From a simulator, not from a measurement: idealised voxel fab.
Presented below is a process module, voxel transistor to metal.
cross-section cut | 195 nm wide | cells 5 nm
In this document a cross-section is written as a grid of square cells. It is given as a series of bands, listed from the top down, and a band is one or more rows of cells. Heads up on the band format: heights come first, top then bottom, in nm. After that it's the materials left to right, each with its width in nm. A single material flagged "all across" fills the whole band edge to edge, and "air" means there's empty space there. The reference from which all heights are counted is 0, the level beneath which the as-received wafer is entirely one material; the lowest band, having no lower bound, proceeds downward and is written after the example "0 -> down". Read "30..40" as a graded width: first number on top, second number at the bottom, same change between each pair of neighbouring rows. "no alteration" -> step changed no cross-section cell. Heads up: "Voids lacking openings" only lists the empty pockets with no open path to the top that are 8 cells or more, and it writes them as width x height at distance, distance from the left edge, in nm. Past the settings on a step's line: simulator remark, on that step. For masked steps, "overlay nm" on the step line gives how far right of plan the mask actually lay; a minus sign means it lay to the left. Read each pair as before and after one process step. The after cross-section shows only down to the lowest band that changed. The step between them and its settings are given below the pair. Pairs can come from different runs of this module on the same starting wafer. A pair continues from the pair above only where its "Geometry before processing" entry says so.
### Geometry before processing
- 15 -> 5 = air=35, then SiN=125, then air=35
- 5 -> 0 = air=35, then SiO2=125, then air=35
- 0 -> -25 = air=35, then Si=125, then air=35
- -25 -> down = Si all across
- Voids lacking openings: none
### After the Step
- 15 -> 5 = air=35, then SiN=125, then air=35
- 5 -> 0 = air=35, then SiO2=125, then air=35
- 0 -> -50 = air=35, then Si=125, then air=35
- Under -50: no change, same as before.
- Voids lacking openings: none
Link between the two cross-sections above: MASKED_ETCH: tone cover, mask id ACTIVE, width nm 125, etch materials Si, depth nm 25, overlay nm 0
Geometry before processing: The initial state for this step is given by the after cross-section of the immediately preceding pair.
### After the Step
- 20 -> 15 = SiO2 all across
- 15 -> 5 = SiO2=35, then SiN=125, then SiO2=35
- 5 -> 0 = SiO2 all across
- 0 -> -50 = SiO2=35, then Si=125, then SiO2=35
- Under -50: no change, same as before.
- Voids lacking openings: none
Link between the two cross-sections above: FILL_DEP: material SiO2, thk nm 5
Geometry before processing: The initial state for this step is given by the after cross-section of the immediately preceding pair.
### After the Step
- 15 -> 5 = SiO2=35, then SiN=125, then SiO2=35
- Under 5: no change, same as before.
- Voids lacking openings: none
Link between the two cross-sections above: CMP: height nm 15
Geometry before processing: The initial state for this step is given by the after cross-section of the immediately preceding pair.
### After the Step
- 15 -> 5 = air=35, then SiN=125, then air=35
- Under 5: no change, same as before.
- Voids lacking openings: none
Link between the two cross-sections above: SELECTIVE_ETCH: etch materials SiO2, depth nm 10
Geometry before processing: The initial state for this step is given by the after cross-section of the immediately preceding pair.
### After the Step
- 5 -> 0 = SiO2 all across
- Under 0: no change, same as before.
- Voids lacking openings: none
Link between the two cross-sections above: STRIP: etch materials SiN
Geometry before processing: The initial state for this step is given by the after cross-section of the immediately preceding pair.
### After the Step
- 0 -> -50 = SiO2=35, then Si=125, then SiO2=35
- Under -50: no change, same as before.
- Voids lacking openings: none
Link between the two cross-sections above: SELECTIVE_ETCH: etch materials SiO2, depth nm 5
Geometry before processing: The initial state for this step is given by the after cross-section of the immediately preceding pair.
### After the Step
- 0 -> -5 = SiO2 all across
- Under -5: no change, same as before.
- Voids lacking openings: none
Link between the two cross-sections above: OXIDIZE: depth nm 5
Geometry before processing: The initial state for this step is given by the after cross-section of the immediately preceding pair.
### After the Step
- 25 -> 0 = polySi all across
- Under 0: no change, same as before.
- Voids lacking openings: none
Link between the two cross-sections above: DIRECTIONAL_DEP: material polySi, thk nm 25
Geometry before processing: The initial state for this step is given by the after cross-section of the immediately preceding pair.
### After the Step
- 35 -> 25 = SiCN all across
- Under 25: no change, same as before.
- Voids lacking openings: none
Link between the two cross-sections above: DIRECTIONAL_DEP: material SiCN, thk nm 10
Geometry before processing: The initial state for this step is given by the after cross-section of the immediately preceding pair.
### After the Step
- 50 -> 35 = air=85, then resist=25, then air=85
- Under 35: no change, same as before.
- Voids lacking openings: none
Link between the two cross-sections above: PATTERN: tone cover, mask id GATE, material resist, width nm 25, thk nm 15, overlay nm 0
Geometry before processing: The initial state for this step is given by the after cross-section of the immediately preceding pair.
### After the Step
- 50 -> 35 = air=85, then resist=25, then air=85
- 35 -> 25 = air=85, then SiCN=25, then air=85
- Under 25: no change, same as before.
- Voids lacking openings: none
Link between the two cross-sections above: DIRECTIONAL_ETCH: etch materials SiCN, depth nm 20
Geometry before processing: The initial state for this step is given by the after cross-section of the immediately preceding pair.
### After the Step
- 50 -> 35 = air=85, then resist=25, then air=85
- 35 -> 25 = air=85, then SiCN=25, then air=85
- 25 -> 0 = air=85, then polySi=25, then air=85
- Under 0: no change, same as before.
- Voids lacking openings: none
Link between the two cross-sections above: DIRECTIONAL_ETCH: etch materials polySi, depth nm 35
Geometry before processing: The initial state for this step is given by the after cross-section of the immediately preceding pair.
### After the Step
- 35 -> 25 = air=85, then SiCN=25, then air=85
- Under 25: no change, same as before.
- Voids lacking openings: none
Link between the two cross-sections above: STRIP: etch materials resist
Geometry before processing: The initial state for this step is given by the after cross-section of the immediately preceding pair.
### After the Step
- 45 -> 35 = air=75, then SiN=45, then air=75
- 35 -> 25 = air=75, then SiN=10, then SiCN=25, then SiN=10, then air=75
- 25 -> 10 = air=75, then SiN=10, then polySi=25, then SiN=10, then air=75
- 10 -> 0 = SiN=85, then polySi=25, then SiN=85
- Under 0: no change, same as before.
- Voids lacking openings: none
Link between the two cross-sections above: CONFORMAL_DEP: material SiN, thk nm 10
Geometry before processing: The initial state for this step is given by the after cross-section of the immediately preceding pair.
### After the Step
- 35 -> 25 = air=75, then SiN=10, then SiCN=25, then SiN=10, then air=75
- 25 -> 0 = air=75, then SiN=10, then polySi=25, then SiN=10, then air=75
- Under 0: no change, same as before.
- Voids lacking openings: none
Link between the two cross-sections above: DIRECTIONAL_ETCH: etch materials SiN, depth nm 10
Geometry before processing: The initial state for this step is given by the after cross-section of the immediately preceding pair.
### After the Step
- 35 -> 25 = air=75, then SiN=10, then SiCN=25, then SiN=10, then air=75
- 25 -> 0 = air=75, then SiN=10, then polySi=25, then SiN=10, then air=75
- 0 -> -5 = air=75, then SiO2=45, then air=75
- Under -5: no change, same as before.
- Voids lacking openings: none
Link between the two cross-sections above: DIRECTIONAL_ETCH: etch materials SiO2, depth nm 5
Geometry before processing: The initial state for this step is given by the after cross-section of the immediately preceding pair.
### After the Step
- 35 -> 25 = air=75, then SiN=10, then SiCN=25, then SiN=10, then air=75
- 25 -> 0 = air=75, then SiN=10, then polySi=25, then SiN=10, then air=75
- 0 -> -5 = air=75, then SiO2=45, then air=75
- -5 -> -10 = SiO2=35, then air=40, then Si=45, then air=40, then SiO2=35
- Under -10: no change, same as before.
- Voids lacking openings: none
Link between the two cross-sections above: DIRECTIONAL_ETCH: etch materials Si, depth nm 5
Geometry before processing: The initial state for this step is given by the after cross-section of the immediately preceding pair.
### After the Step
- 35 -> 25 = air=75, then SiN=10, then SiCN=25, then SiN=10, then air=75
- 25 -> 5 = air=75, then SiN=10, then polySi=25, then SiN=10, then air=75
- 5 -> 0 = air=65, then SiGe=10, then SiN=10, then polySi=25, then SiN=10, then SiGe=10, then air=65
- 0 -> -5 = air=30, then SiGe=45, then SiO2=45, then SiGe=45, then air=30
- -5 -> -10 = SiO2=35, then SiGe=40, then Si=45, then SiGe=40, then SiO2=35
- Under -10: no change, same as before.
- Voids lacking openings: none
Link between the two cross-sections above: EPI: material SiGe, thk nm 10
Geometry before processing: The initial state for this step is given by the after cross-section of the immediately preceding pair.
### After the Step
- 45 -> 35 = SiO2 all across
- 35 -> 25 = SiO2=75, then SiN=10, then SiCN=25, then SiN=10, then SiO2=75
- 25 -> 5 = SiO2=75, then SiN=10, then polySi=25, then SiN=10, then SiO2=75
- 5 -> 0 = SiO2=65, then SiGe=10, then SiN=10, then polySi=25, then SiN=10, then SiGe=10, then SiO2=65
- 0 -> -5 = SiO2=30, then SiGe=45, then SiO2=45, then SiGe=45, then SiO2=30
- Under -5: no change, same as before.
- Voids lacking openings: none
Link between the two cross-sections above: FILL_DEP: material SiO2, thk nm 10
Geometry before processing: The initial state for this step is given by the after cross-section of the immediately preceding pair.
### After the Step
- 35 -> 25 = SiO2=75, then SiN=10, then SiCN=25, then SiN=10, then SiO2=75
- Under 25: no change, same as before.
- Voids lacking openings: none
Link between the two cross-sections above: CMP: height nm 35
Geometry before processing: The initial state for this step is given by the after cross-section of the immediately preceding pair.
### After the Step
- 50 -> 35 = SiO2 all across
- Under 35: no change, same as before.
- Voids lacking openings: none
Link between the two cross-sections above: DIRECTIONAL_DEP: material SiO2, thk nm 15
Geometry before processing: The initial state for this step is given by the after cross-section of the immediately preceding pair.
### After the Step
- 65 -> 50 = aC all across
- Under 50: no change, same as before.
- Voids lacking openings: none
Link between the two cross-sections above: DIRECTIONAL_DEP: material aC, thk nm 15
Geometry before processing: The initial state for this step is given by the after cross-section of the immediately preceding pair.
### After the Step
- 95 -> 65 = resist=45, then air=35, then resist=35, then air=35, then resist=45
- Under 65: no change, same as before.
- Voids lacking openings: none
Link between the two cross-sections above: PATTERN: tone open, mask id CONTACT, material resist, width nm 35, pitch nm 70, thk nm 30, overlay nm 0
Geometry before processing: The initial state for this step is given by the after cross-section of the immediately preceding pair.
### After the Step
- 80 -> 65 = resist=45, then air=35, then resist=35, then air=35, then resist=45
- 65 -> 50 = aC=45, then air=35, then aC=35, then air=35, then aC=45
- Under 50: no change, same as before.
- Voids lacking openings: none
Link between the two cross-sections above: DIRECTIONAL_ETCH: etch materials aC, depth nm 15
Geometry before processing: The initial state for this step is given by the after cross-section of the immediately preceding pair.
### After the Step
- 65 -> 50 = aC=45, then air=35, then aC=35, then air=35, then aC=45
- Under 50: no change, same as before.
- Voids lacking openings: none
Link between the two cross-sections above: STRIP: etch materials resist
Geometry before processing: The initial state for this step is given by the after cross-section of the immediately preceding pair.
### After the Step
- 65 -> 50 = aC=45, then air=35, then aC=35, then air=35, then aC=45
- 50 -> 35 = SiO2=45, then air=35, then SiO2=35, then air=35, then SiO2=45
- 35 -> 25 = SiO2=45, then air=30, then SiN=10, then SiCN=25, then SiN=10, then air=30, then SiO2=45
- 25 -> 5 = SiO2=45, then air=30, then SiN=10, then polySi=25, then SiN=10, then air=30, then SiO2=45
- 5 -> 0 = SiO2=45, then air=20, then SiGe=10, then SiN=10, then polySi=25, then SiN=10, then SiGe=10, then air=20, then SiO2=45
- Under 0: no change, same as before.
- Voids lacking openings: none
Link between the two cross-sections above: DIRECTIONAL_ETCH: etch materials SiO2, depth nm 50
Geometry before processing: The initial state for this step is given by the after cross-section of the immediately preceding pair.
### After the Step
- 50 -> 35 = SiO2=45, then air=35, then SiO2=35, then air=35, then SiO2=45
- Under 35: no change, same as before.
- Voids lacking openings: none
Link between the two cross-sections above: STRIP: etch materials aC
Geometry before processing: The initial state for this step is given by the after cross-section of the immediately preceding pair.
### After the Step
- 55 -> 50 = TiN=50, then air=25, then TiN=45, then air=25, then TiN=50
- 50 -> 40 = SiO2=45, then TiN=5, then air=25, then TiN=5, then SiO2=35, then TiN=5, then air=25, then TiN=5, then SiO2=45
- 40 -> 35 = SiO2=45, then TiN=5, then air=20, then TiN=10, then SiO2=35, then TiN=10, then air=20, then TiN=5, then SiO2=45
- 35 -> 25 = SiO2=45, then TiN=5, then air=20, then TiN=5, then SiN=10, then SiCN=25, then SiN=10, then TiN=5, then air=20, then TiN=5, then SiO2=45
- 25 -> 10 = SiO2=45, then TiN=5, then air=20, then TiN=5, then SiN=10, then polySi=25, then SiN=10, then TiN=5, then air=20, then TiN=5, then SiO2=45
- 10 -> 5 = SiO2=45, then TiN=5, then air=10, then TiN=15, then SiN=10, then polySi=25, then SiN=10, then TiN=15, then air=10, then TiN=5, then SiO2=45
- 5 -> 0 = SiO2=45, then TiN=20, then SiGe=10, then SiN=10, then polySi=25, then SiN=10, then SiGe=10, then TiN=20, then SiO2=45
- Under 0: no change, same as before.
- Voids lacking openings: none
Link between the two cross-sections above: CONFORMAL_DEP: material TiN, thk nm 5
Geometry before processing: The initial state for this step is given by the after cross-section of the immediately preceding pair.
### After the Step
- 65 -> 55 = Ru all across
- 55 -> 50 = TiN=50, then Ru=25, then TiN=45, then Ru=25, then TiN=50
- 50 -> 40 = SiO2=45, then TiN=5, then Ru=25, then TiN=5, then SiO2=35, then TiN=5, then Ru=25, then TiN=5, then SiO2=45
- 40 -> 35 = SiO2=45, then TiN=5, then Ru=20, then TiN=10, then SiO2=35, then TiN=10, then Ru=20, then TiN=5, then SiO2=45
- 35 -> 25 = SiO2=45, then TiN=5, then Ru=20, then TiN=5, then SiN=10, then SiCN=25, then SiN=10, then TiN=5, then Ru=20, then TiN=5, then SiO2=45
- 25 -> 10 = SiO2=45, then TiN=5, then Ru=20, then TiN=5, then SiN=10, then polySi=25, then SiN=10, then TiN=5, then Ru=20, then TiN=5, then SiO2=45
- 10 -> 5 = SiO2=45, then TiN=5, then Ru=10, then TiN=15, then SiN=10, then polySi=25, then SiN=10, then TiN=15, then Ru=10, then TiN=5, then SiO2=45
- Under 5: no change, same as before.
- Voids lacking openings: none
Link between the two cross-sections above: FILL_DEP: material Ru, thk nm 10
Geometry before processing: The initial state for this step is given by the after cross-section of the immediately preceding pair.
### After the Step
- 50 -> 40 = SiO2=45, then TiN=5, then Ru=25, then TiN=5, then SiO2=35, then TiN=5, then Ru=25, then TiN=5, then SiO2=45
- Under 40: no change, same as before.
- Voids lacking openings: none
Link between the two cross-sections above: CMP: height nm 50
Geometry before processing: The initial state for this step is given by the after cross-section of the immediately preceding pair.
### After the Step
- 55 -> 50 = SiCN all across
- Under 50: no change, same as before.
- Voids lacking openings: none
Link between the two cross-sections above: CONFORMAL_DEP: material SiCN, thk nm 5
Geometry before processing: The initial state for this step is given by the after cross-section of the immediately preceding pair.
### After the Step
- 75 -> 55 = lowk all across
- Under 55: no change, same as before.
- Voids lacking openings: none
Link between the two cross-sections above: DIRECTIONAL_DEP: material lowk, thk nm 20
Geometry before processing: The initial state for this step is given by the after cross-section of the immediately preceding pair.
### After the Step
- 75 -> 55 = lowk=45, then air=20, then lowk=65, then air=20, then lowk=45
- Under 55: no change, same as before.
- Voids lacking openings: none
Link between the two cross-sections above: MASKED_ETCH: tone open, mask id METAL_1, width nm 20, pitch nm 85, etch materials lowk, depth nm 20, overlay nm 0
Geometry before processing: The initial state for this step is given by the after cross-section of the immediately preceding pair.
### After the Step
- 75 -> 55 = lowk=45, then air=20, then lowk=65, then air=20, then lowk=45
- 55 -> 50 = SiCN=45, then air=20, then SiCN=65, then air=20, then SiCN=45
- Under 50: no change, same as before.
- Voids lacking openings: none
Link between the two cross-sections above: MASKED_ETCH: tone open, mask id METAL_1, width nm 20, pitch nm 85, etch materials SiCN, depth nm 5, overlay nm 0
Geometry before processing: The initial state for this step is given by the after cross-section of the immediately preceding pair.
### After the Step
- 80 -> 75 = TiN=50, then air=10, then TiN=75, then air=10, then TiN=50
- 75 -> 55 = lowk=45, then TiN=5, then air=10, then TiN=5, then lowk=65, then TiN=5, then air=10, then TiN=5, then lowk=45
- 55 -> 50 = SiCN=45, then TiN=20, then SiCN=65, then TiN=20, then SiCN=45
- Under 50: no change, same as before.
- Voids lacking openings: none
Link between the two cross-sections above: CONFORMAL_DEP: material TiN, thk nm 5
Geometry before processing: The initial state for this step is given by the after cross-section of the immediately preceding pair.
### After the Step
- 85 -> 80 = W all across
- 80 -> 75 = TiN=50, then W=10, then TiN=75, then W=10, then TiN=50
- 75 -> 55 = lowk=45, then TiN=5, then W=10, then TiN=5, then lowk=65, then TiN=5, then W=10, then TiN=5, then lowk=45
- Under 55: no change, same as before.
- Voids lacking openings: none
Link between the two cross-sections above: FILL_DEP: material W, thk nm 5
Geometry before processing: The initial state for this step is given by the after cross-section of the immediately preceding pair.
### After the Step
- 75 -> 55 = lowk=45, then TiN=5, then W=10, then TiN=5, then lowk=65, then TiN=5, then W=10, then TiN=5, then lowk=45
- Under 55: no change, same as before.
- Voids lacking openings: none
Link between the two cross-sections above: CMP: height nm 75
Geometry before processing: The initial state for this step is given by the after cross-section of the immediately preceding pair.
### After the Step
- 80 -> 75 = SiCN all across
- Under 75: no change, same as before.
- Voids lacking openings: none
Link between the two cross-sections above: CONFORMAL_DEP: material SiCN, thk nm 5
Geometry before processing: The initial state for this step is given by the after cross-section of the immediately preceding pair.
### After the Step
- 110 -> 80 = SiO2 all across
- Under 80: no change, same as before.
- Voids lacking openings: none
Link between the two cross-sections above: DIRECTIONAL_DEP: material SiO2, thk nm 30
Geometry before processing: The initial state for this step is given by the after cross-section of the immediately preceding pair.
### After the Step
- 125 -> 110 = resist=45, then air=20, then resist=65, then air=20, then resist=45
- Under 110: no change, same as before.
- Voids lacking openings: none
Link between the two cross-sections above: PATTERN: tone open, mask id METAL_2, material resist, width nm 20, pitch nm 85, thk nm 15, overlay nm 0
Geometry before processing: The initial state for this step is given by the after cross-section of the immediately preceding pair.
### After the Step
- 125 -> 110 = resist=45, then air=20, then resist=65, then air=20, then resist=45
- 110 -> 90 = SiO2=45, then air=20, then SiO2=65, then air=20, then SiO2=45
- Under 90: no change, same as before.
- Voids lacking openings: none
Link between the two cross-sections above: DIRECTIONAL_ETCH: etch materials SiO2, depth nm 20
Geometry before processing: The initial state for this step is given by the after cross-section of the immediately preceding pair.
### After the Step
- 110 -> 90 = SiO2=45, then air=20, then SiO2=65, then air=20, then SiO2=45
- Under 90: no change, same as before.
- Voids lacking openings: none
Link between the two cross-sections above: STRIP: etch materials resist
Geometry before processing: The initial state for this step is given by the after cross-section of the immediately preceding pair.
### After the Step
- 110 -> 90 = SiO2=45, then air=20, then SiO2=65, then air=20, then SiO2=45
- 90 -> 80 = SiO2=45, then air=15, then SiO2=70, then air=15, then SiO2=50
- Under 80: no change, same as before.
- Voids lacking openings: none
Link between the two cross-sections above: MASKED_ETCH: tone open, mask id METAL_2_HOLES, width nm 15, pitch nm 85, etch materials SiO2, depth nm 10, overlay nm 0
Geometry before processing: The initial state for this step is given by the after cross-section of the immediately preceding pair.
### After the Step
- 110 -> 90 = SiO2=45, then air=20, then SiO2=65, then air=20, then SiO2=45
- 90 -> 80 = SiO2=45, then air=15, then SiO2=70, then air=15, then SiO2=50
- 80 -> 75 = SiCN=45, then air=15, then SiCN=70, then air=15, then SiCN=50
- Under 75: no change, same as before.
- Voids lacking openings: none
Link between the two cross-sections above: MASKED_ETCH: tone open, mask id METAL_2_HOLES, width nm 15, pitch nm 85, etch materials SiCN, depth nm 5, overlay nm 0
Geometry before processing: The initial state for this step is given by the after cross-section of the immediately preceding pair.
### After the Step
- 115 -> 110 = TiN=50, then air=10, then TiN=75, then air=10, then TiN=50
- 110 -> 95 = SiO2=45, then TiN=5, then air=10, then TiN=5, then SiO2=65, then TiN=5, then air=10, then TiN=5, then SiO2=45
- 95 -> 90 = SiO2=45, then TiN=5, then air=5, then TiN=10, then SiO2=65, then TiN=5, then air=5, then TiN=10, then SiO2=45
- 90 -> 80 = SiO2=45, then TiN=5, then air=5, then TiN=5, then SiO2=70, then TiN=5, then air=5, then TiN=5, then SiO2=50
- 80 -> 75 = SiCN=45, then TiN=15, then SiCN=70, then TiN=15, then SiCN=50
- Under 75: no change, same as before.
- Voids lacking openings: none
Link between the two cross-sections above: CONFORMAL_DEP: material TiN, thk nm 5
Geometry before processing: The initial state for this step is given by the after cross-section of the immediately preceding pair.
### After the Step
- 125 -> 115 = Cu all across
- 115 -> 110 = TiN=50, then Cu=10, then TiN=75, then Cu=10, then TiN=50
- 110 -> 95 = SiO2=45, then TiN=5, then Cu=10, then TiN=5, then SiO2=65, then TiN=5, then Cu=10, then TiN=5, then SiO2=45
- 95 -> 90 = SiO2=45, then TiN=5, then Cu=5, then TiN=10, then SiO2=65, then TiN=5, then Cu=5, then TiN=10, then SiO2=45
- 90 -> 80 = SiO2=45, then TiN=5, then Cu=5, then TiN=5, then SiO2=70, then TiN=5, then Cu=5, then TiN=5, then SiO2=50
- Under 80: no change, same as before.
- Voids lacking openings: none
Link between the two cross-sections above: FILL_DEP: material Cu, thk nm 10
Geometry before processing: The initial state for this step is given by the after cross-section of the immediately preceding pair.
### After the Step
- 110 -> 95 = SiO2=45, then TiN=5, then Cu=10, then TiN=5, then SiO2=65, then TiN=5, then Cu=10, then TiN=5, then SiO2=45
- Under 95: no change, same as before.
- Voids lacking openings: none
Link between the two cross-sections above: CMP: height nm 110
Geometry before processing: The initial state for this step is given by the after cross-section of the immediately preceding pair.
### After the Step
- 115 -> 110 = SiN all across
- Under 110: no change, same as before.
- Voids lacking openings: none
Link between the two cross-sections above: CONFORMAL_DEP: material SiN, thk nm 5
### Geometry before processing
- 50 -> 40 = SiO2=45, then TiN=5, then Ru=25, then TiN=5, then SiO2=35, then TiN=5, then Ru=25, then TiN=5, then SiO2=45
- 40 -> 35 = SiO2=45, then TiN=5, then Ru=20, then TiN=10, then SiO2=35, then TiN=10, then Ru=20, then TiN=5, then SiO2=45
- 35 -> 25 = SiO2=45, then TiN=5, then Ru=20, then TiN=5, then SiN=10, then SiCN=25, then SiN=10, then TiN=5, then Ru=20, then TiN=5, then SiO2=45
- 25 -> 10 = SiO2=45, then TiN=5, then Ru=20, then TiN=5, then SiN=10, then polySi=25, then SiN=10, then TiN=5, then Ru=20, then TiN=5, then SiO2=45
- 10 -> 5 = SiO2=45, then TiN=5, then Ru=10, then TiN=15, then SiN=10, then polySi=25, then SiN=10, then TiN=15, then Ru=10, then TiN=5, then SiO2=45
- 5 -> 0 = SiO2=45, then TiN=20, then SiGe=10, then SiN=10, then polySi=25, then SiN=10, then SiGe=10, then TiN=20, then SiO2=45
- 0 -> -5 = SiO2=30, then SiGe=45, then SiO2=45, then SiGe=45, then SiO2=30
- -5 -> -10 = SiO2=35, then SiGe=40, then Si=45, then SiGe=40, then SiO2=35
- -10 -> -25 = SiO2=35, then Si=125, then SiO2=35
- -25 -> down = Si all across
- Voids lacking openings: none
### After the Step
- 70 -> 50 = lowk all across
- Under 50: no change, same as before.
- Voids lacking openings: none
Link between the two cross-sections above: DIRECTIONAL_DEP: material lowk, thk nm 20
Geometry before processing: The initial state for this step is given by the after cross-section of the immediately preceding pair.
### After the Step
- 75 -> 70 = SiCN all across
- Under 70: no change, same as before.
- Voids lacking openings: none
Link between the two cross-sections above: CONFORMAL_DEP: material SiCN, thk nm 5
Geometry before processing: The initial state for this step is given by the after cross-section of the immediately preceding pair.
### After the Step
- 75 -> 70 = SiCN=45, then air=20, then SiCN=65, then air=20, then SiCN=45
- Under 70: no change, same as before.
- Voids lacking openings: none
Link between the two cross-sections above: MASKED_ETCH: tone open, mask id METAL_1, width nm 20, pitch nm 85, etch materials SiCN, depth nm 5, overlay nm 0
Geometry before processing: The initial state for this step is given by the after cross-section of the immediately preceding pair.
### After the Step
- 80 -> 75 = TiN=50, then air=10, then TiN=75, then air=10, then TiN=50
- 75 -> 70 = SiCN=45, then TiN=20, then SiCN=65, then TiN=20, then SiCN=45
- Under 70: no change, same as before.
- Voids lacking openings: none
Link between the two cross-sections above: CONFORMAL_DEP: material TiN, thk nm 5
Geometry before processing: The initial state for this step is given by the after cross-section of the immediately preceding pair.
### After the Step
- 85 -> 80 = W all across
- 80 -> 75 = TiN=50, then W=10, then TiN=75, then W=10, then TiN=50
- Under 75: no change, same as before.
- Voids lacking openings: none
Link between the two cross-sections above: FILL_DEP: material W, thk nm 5
Geometry before processing: The initial state for this step is given by the after cross-section of the immediately preceding pair.
### After the Step
- 75 -> 70 = SiCN=45, then TiN=20, then SiCN=65, then TiN=20, then SiCN=45
- Under 70: no change, same as before.
- Voids lacking openings: none
Link between the two cross-sections above: CMP: height nm 75
Geometry before processing: The initial state for this step is given by the after cross-section of the immediately preceding pair.
### After the Step
- 80 -> 75 = SiCN all across
- Under 75: no change, same as before.
- Voids lacking openings: none
Link between the two cross-sections above: CONFORMAL_DEP: material SiCN, thk nm 5
Geometry before processing: The initial state for this step is given by the after cross-section of the immediately preceding pair.
### After the Step
- 110 -> 80 = SiO2 all across
- Under 80: no change, same as before.
- Voids lacking openings: none
Link between the two cross-sections above: DIRECTIONAL_DEP: material SiO2, thk nm 30
Geometry before processing: The initial state for this step is given by the after cross-section of the immediately preceding pair.
### After the Step
- 125 -> 110 = resist=45, then air=20, then resist=65, then air=20, then resist=45
- Under 110: no change, same as before.
- Voids lacking openings: none
Link between the two cross-sections above: PATTERN: tone open, mask id METAL_2, material resist, width nm 20, pitch nm 85, thk nm 15, overlay nm 0
Geometry before processing: The initial state for this step is given by the after cross-section of the immediately preceding pair.
### After the Step
- 125 -> 110 = resist=45, then air=20, then resist=65, then air=20, then resist=45
- 110 -> 90 = SiO2=45, then air=20, then SiO2=65, then air=20, then SiO2=45
- Under 90: no change, same as before.
- Voids lacking openings: none
Link between the two cross-sections above: DIRECTIONAL_ETCH: etch materials SiO2, depth nm 20
Geometry before processing: The initial state for this step is given by the after cross-section of the immediately preceding pair.
### After the Step
- 110 -> 90 = SiO2=45, then air=20, then SiO2=65, then air=20, then SiO2=45
- Under 90: no change, same as before.
- Voids lacking openings: none
Link between the two cross-sections above: STRIP: etch materials resist
Geometry before processing: The initial state for this step is given by the after cross-section of the immediately preceding pair.
### After the Step
- 110 -> 90 = SiO2=45, then air=20, then SiO2=65, then air=20, then SiO2=45
- 90 -> 80 = SiO2=45, then air=15, then SiO2=70, then air=15, then SiO2=50
- Under 80: no change, same as before.
- Voids lacking openings: none
Link between the two cross-sections above: MASKED_ETCH: tone open, mask id METAL_2_HOLES, width nm 15, pitch nm 85, etch materials SiO2, depth nm 10, overlay nm 0
Geometry before processing: The initial state for this step is given by the after cross-section of the immediately preceding pair.
### After the Step
- 110 -> 90 = SiO2=45, then air=20, then SiO2=65, then air=20, then SiO2=45
- 90 -> 80 = SiO2=45, then air=15, then SiO2=70, then air=15, then SiO2=50
- 80 -> 75 = SiCN=45, then air=15, then SiCN=70, then air=15, then SiCN=50
- Under 75: no change, same as before.
- Voids lacking openings: none
Link between the two cross-sections above: MASKED_ETCH: tone open, mask id METAL_2_HOLES, width nm 15, pitch nm 85, etch materials SiCN, depth nm 5, overlay nm 0
Geometry before processing: The initial state for this step is given by the after cross-section of the immediately preceding pair.
### After the Step
- 115 -> 110 = TiN=50, then air=10, then TiN=75, then air=10, then TiN=50
- 110 -> 95 = SiO2=45, then TiN=5, then air=10, then TiN=5, then SiO2=65, then TiN=5, then air=10, then TiN=5, then SiO2=45
- 95 -> 90 = SiO2=45, then TiN=5, then air=5, then TiN=10, then SiO2=65, then TiN=5, then air=5, then TiN=10, then SiO2=45
- 90 -> 80 = SiO2=45, then TiN=5, then air=5, then TiN=5, then SiO2=70, then TiN=5, then air=5, then TiN=5, then SiO2=50
- 80 -> 70 = SiCN=45, then TiN=15..20, then SiCN=70..65, then TiN=15..20, then SiCN=50..45
- Under 70: no change, same as before.
- Voids lacking openings: none
Link between the two cross-sections above: CONFORMAL_DEP: material TiN, thk nm 5
Geometry before processing: The initial state for this step is given by the after cross-section of the immediately preceding pair.
### After the Step
- 125 -> 115 = Cu all across
- 115 -> 110 = TiN=50, then Cu=10, then TiN=75, then Cu=10, then TiN=50
- 110 -> 95 = SiO2=45, then TiN=5, then Cu=10, then TiN=5, then SiO2=65, then TiN=5, then Cu=10, then TiN=5, then SiO2=45
- 95 -> 90 = SiO2=45, then TiN=5, then Cu=5, then TiN=10, then SiO2=65, then TiN=5, then Cu=5, then TiN=10, then SiO2=45
- 90 -> 80 = SiO2=45, then TiN=5, then Cu=5, then TiN=5, then SiO2=70, then TiN=5, then Cu=5, then TiN=5, then SiO2=50
- Under 80: no change, same as before.
- Voids lacking openings: none
Link between the two cross-sections above: FILL_DEP: material Cu, thk nm 10
Geometry before processing: The initial state for this step is given by the after cross-section of the immediately preceding pair.
### After the Step
- 110 -> 95 = SiO2=45, then TiN=5, then Cu=10, then TiN=5, then SiO2=65, then TiN=5, then Cu=10, then TiN=5, then SiO2=45
- Under 95: no change, same as before.
- Voids lacking openings: none
Link between the two cross-sections above: CMP: height nm 110
Geometry before processing: The initial state for this step is given by the after cross-section of the immediately preceding pair.
### After the Step
- 115 -> 110 = SiN all across
- Under 110: no change, same as before.
- Voids lacking openings: none
Link between the two cross-sections above: CONFORMAL_DEP: material SiN, thk nm 5
### Geometry before processing
- 0 -> -5 = SiO2 all across
- -5 -> -25 = SiO2=35, then Si=125, then SiO2=35
- -25 -> down = Si all across
- Voids lacking openings: none
### After the Step
- 20 -> 0 = polySi all across
- Under 0: no change, same as before.
- Voids lacking openings: none
Link between the two cross-sections above: DIRECTIONAL_DEP: material polySi, thk nm 20
Geometry before processing: The initial state for this step is given by the after cross-section of the immediately preceding pair.
### After the Step
- 30 -> 20 = SiCN all across
- Under 20: no change, same as before.
- Voids lacking openings: none
Link between the two cross-sections above: DIRECTIONAL_DEP: material SiCN, thk nm 10
Geometry before processing: The initial state for this step is given by the after cross-section of the immediately preceding pair.
### After the Step
- 45 -> 30 = air=85, then resist=25, then air=85
- Under 30: no change, same as before.
- Voids lacking openings: none
Link between the two cross-sections above: PATTERN: tone cover, mask id GATE, material resist, width nm 25, thk nm 15, overlay nm 0
Geometry before processing: The initial state for this step is given by the after cross-section of the immediately preceding pair.
### After the Step
- 45 -> 30 = air=85, then resist=25, then air=85
- 30 -> 20 = air=85, then SiCN=25, then air=85
- Under 20: no change, same as before.
- Voids lacking openings: none
Link between the two cross-sections above: DIRECTIONAL_ETCH: etch materials SiCN, depth nm 20
Geometry before processing: The initial state for this step is given by the after cross-section of the immediately preceding pair.
### After the Step
- 45 -> 30 = air=85, then resist=25, then air=85
- 30 -> 20 = air=85, then SiCN=25, then air=85
- 20 -> 0 = air=85, then polySi=25, then air=85
- Under 0: no change, same as before.
- Voids lacking openings: none
Link between the two cross-sections above: DIRECTIONAL_ETCH: etch materials polySi, depth nm 35
Geometry before processing: The initial state for this step is given by the after cross-section of the immediately preceding pair.
### After the Step
- 30 -> 20 = air=85, then SiCN=25, then air=85
- Under 20: no change, same as before.
- Voids lacking openings: none
Link between the two cross-sections above: STRIP: etch materials resist
